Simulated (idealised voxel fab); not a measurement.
Process module heading - voxel transistor to metal
Square cell edge 5 nm, section width 190 nm, ID cut.
For the purposes of this document, a cross-section shall be understood as a grid of square cells, specified as bands listed in top-to-bottom order, each band consisting of one or more rows of cells.
A band entry consists of two parts. The first gives the height of the band's top and the height of its bottom, in nm. The rest lists the band's materials from left to right, each with its width in nm. A single material labelled with the word "full width" fills the band from edge to edge, and the word "air" marks empty space.
We count height from 0. Below that, the starting wafer is all one material. The lowest band never ends at the bottom but goes on down; see "0 down" for how that is written.
So if you see something like "30->40" for the width, read it as the top row of the band sitting at the first number and the bottom row at the second, with every row in between moving by the same amount as the last.
Basically "nothing changed" means that step didn't change any cell in the cross-section.
Basically, "Enclosed voids" tells you about the enclosed voids: empty spaces with no open way to the top, 8 cells or bigger, each written width x height at distance, where distance is from the left edge, all in nm.
Heads up: the bit after the settings on a step's line is the simulator's remark on that step.
"overlay nm" on a masked step: distance the mask lay right of its planned place, negative for left.

Here's what the planned process steps look like
1) RECEIVE,material Si
2) OXIDIZE,depth nm 5
3) CONFORMAL_DEP,material SiN,thk nm 15
4) MASKED_ETCH,tone cover,mask id ACTIVE,width nm 95,etch materials SiN,depth nm 15,overlay nm 0
5) MASKED_ETCH,tone cover,mask id ACTIVE,width nm 95,etch materials SiO2,depth nm 5,overlay nm 0
6) MASKED_ETCH,tone cover,mask id ACTIVE,width nm 95,etch materials Si,depth nm 20,overlay nm 0
7) OXIDIZE,depth nm 5
8) FILL_DEP,material SiO2,thk nm 5
9) CMP,height nm 15
10) SELECTIVE_ETCH,etch materials SiO2,depth nm 15
11) STRIP,etch materials SiN
12) SELECTIVE_ETCH,etch materials SiO2,depth nm 5
13) OXIDIZE,depth nm 5
14) DIRECTIONAL_DEP,material polySi,thk nm 25
15) DIRECTIONAL_DEP,material SiCN,thk nm 15
16) PATTERN,tone cover,mask id GATE,material resist,width nm 15,thk nm 15,overlay nm 0
17) DIRECTIONAL_ETCH,etch materials SiCN,depth nm 25
18) DIRECTIONAL_ETCH,etch materials polySi,depth nm 35
19) STRIP,etch materials resist
20) CONFORMAL_DEP,material SiO2,thk nm 5
21) DIRECTIONAL_ETCH,etch materials SiO2,depth nm 5
22) CONFORMAL_DEP,material SiN,thk nm 5
23) DIRECTIONAL_ETCH,etch materials SiN,depth nm 5
24) DIRECTIONAL_ETCH,etch materials SiO2,depth nm 5
25) DIRECTIONAL_ETCH,etch materials Si,depth nm 15
26) EPI,material SiGe,thk nm 15
27) FILL_DEP,material SiO2,thk nm 5
28) CMP,height nm 35
29) DIRECTIONAL_DEP,material SiO2,thk nm 10
30) DIRECTIONAL_DEP,material aC,thk nm 15
31) PATTERN,tone open,mask id CONTACT,material resist,width nm 25,pitch nm 50,thk nm 35,overlay nm 0
32) DIRECTIONAL_ETCH,etch materials aC,depth nm 15
33) STRIP,etch materials resist
34) DIRECTIONAL_ETCH,etch materials SiO2,depth nm 55
35) STRIP,etch materials aC
36) CONFORMAL_DEP,material TiN,thk nm 5
37) FILL_DEP,material Ru,thk nm 5
38) CMP,height nm 45
39) CONFORMAL_DEP,material SiN,thk nm 5
40) DIRECTIONAL_DEP,material lowk,thk nm 20
41) PATTERN,tone open,mask id METAL_1,material resist,width nm 15,pitch nm 60,thk nm 15,overlay nm 0
42) DIRECTIONAL_ETCH,etch materials lowk,depth nm 20
43) DIRECTIONAL_ETCH,etch materials SiN,depth nm 5
44) STRIP,etch materials resist
45) CONFORMAL_DEP,material TiN,thk nm 5
46) FILL_DEP,material Cu,thk nm 10
47) CMP,height nm 70
48) CONFORMAL_DEP,material SiN,thk nm 5

As received (post step 1): cross-section
0 down = Si full width
Enclosed voids: none

The first of two wafers, cross-sectioned at the end of the module, with the run proceeding as planned
75 to 70 = SiN full width
70 to 50 = 55 nm lowk / 5 nm TiN / 5 nm Cu / 5 nm TiN / 45 nm lowk / 5 nm TiN / 5 nm Cu / 5 nm TiN / 60 nm lowk
50 to 45 = 55 nm SiN / 15 nm TiN / 45 nm SiN / 15 nm TiN / 60 nm SiN
45 to 35 = 55 nm SiO2 / 5 nm TiN / 15->10 nm Ru / 5->10 nm TiN / 25 nm SiO2 / 5->10 nm TiN / 15->10 nm Ru / 5 nm TiN / 60 nm SiO2
35 to 20 = 55 nm SiO2 / 5 nm TiN / 10 nm Ru / 5 nm TiN / 5 nm SiN / 5 nm SiO2 / 15 nm SiCN / 5 nm SiO2 / 5 nm SiN / 5 nm TiN / 10 nm Ru / 5 nm TiN / 60 nm SiO2
20 to 10 = 55 nm SiO2 / 5 nm TiN / 10 nm Ru / 5 nm TiN / 5 nm SiN / 5 nm SiO2 / 15 nm polySi / 5 nm SiO2 / 5 nm SiN / 5 nm TiN / 10 nm Ru / 5 nm TiN / 60 nm SiO2
10 to 5 = 55 nm SiO2 / 20 nm TiN / 5 nm SiN / 5 nm SiO2 / 15 nm polySi / 5 nm SiO2 / 5 nm SiN / 20 nm TiN / 60 nm SiO2
5 to -5 = 55 nm SiO2 / 5 nm TiN / 15 nm SiGe / 5 nm SiN / 5 nm SiO2 / 15 nm polySi / 5 nm SiO2 / 5 nm SiN / 15 nm SiGe / 5 nm TiN / 60 nm SiO2
-5 to -10 = 55 nm SiO2 / 5 nm TiN / 15 nm SiGe / 35 nm SiO2 / 15 nm SiGe / 5 nm TiN / 60 nm SiO2
-10 to -25 = 50 nm SiO2 / 25 nm SiGe / 35 nm Si / 25 nm SiGe / 55 nm SiO2
-25 to -30 = 50 nm SiO2 / 85 nm Si / 55 nm SiO2
-30 down = Si full width
Enclosed voids: none

Cross-section, second wafer: same start as the first, same plan as the first, one mistake in running it; taken at the end of the module
75 to 70 = SiN full width
70 to 50 = 55 nm lowk / 5 nm TiN / 5 nm Cu / 5 nm TiN / 45 nm lowk / 5 nm TiN / 5 nm Cu / 5 nm TiN / 60 nm lowk
50 to 45 = 55 nm SiN / 15 nm TiN / 45 nm SiN / 15 nm TiN / 60 nm SiN
45 to 40 = 60 nm TiN / 15 nm Ru / 35 nm TiN / 15 nm Ru / 65 nm TiN
40 to 30 = 55 nm SiO2 / 5 nm TiN / 15->10 nm Ru / 5->10 nm TiN / 25 nm SiO2 / 5->10 nm TiN / 15->10 nm Ru / 5 nm TiN / 60 nm SiO2
30 to 20 = 55 nm SiO2 / 5 nm TiN / 10 nm Ru / 5 nm TiN / 5 nm SiN / 5 nm SiO2 / 15 nm SiCN / 5 nm SiO2 / 5 nm SiN / 5 nm TiN / 10 nm Ru / 5 nm TiN / 60 nm SiO2
20 to 10 = 55 nm SiO2 / 5 nm TiN / 10 nm Ru / 5 nm TiN / 5 nm SiN / 5 nm SiO2 / 15 nm polySi / 5 nm SiO2 / 5 nm SiN / 5 nm TiN / 10 nm Ru / 5 nm TiN / 60 nm SiO2
10 to 5 = 55 nm SiO2 / 20 nm TiN / 5 nm SiN / 5 nm SiO2 / 15 nm polySi / 5 nm SiO2 / 5 nm SiN / 20 nm TiN / 60 nm SiO2
5 to -5 = 55 nm SiO2 / 5 nm TiN / 15 nm SiGe / 5 nm SiN / 5 nm SiO2 / 15 nm polySi / 5 nm SiO2 / 5 nm SiN / 15 nm SiGe / 5 nm TiN / 60 nm SiO2
-5 to -10 = 55 nm SiO2 / 5 nm TiN / 15 nm SiGe / 35 nm SiO2 / 15 nm SiGe / 5 nm TiN / 60 nm SiO2
-10 to -25 = 50 nm SiO2 / 25 nm SiGe / 35 nm Si / 25 nm SiGe / 55 nm SiO2
-25 to -30 = 50 nm SiO2 / 85 nm Si / 55 nm SiO2
-30 down = Si full width
Enclosed voids: none
Run error: step 28 ran differently from the plan; actual operation with settings: CMP,height nm 30
The final cell counts differ between the wafers, with the second having more or fewer of some materials than the first: 2 more of Ru; 3 fewer of SiCN; 2 fewer of SiN; 25 fewer of SiO2; 28 more of TiN
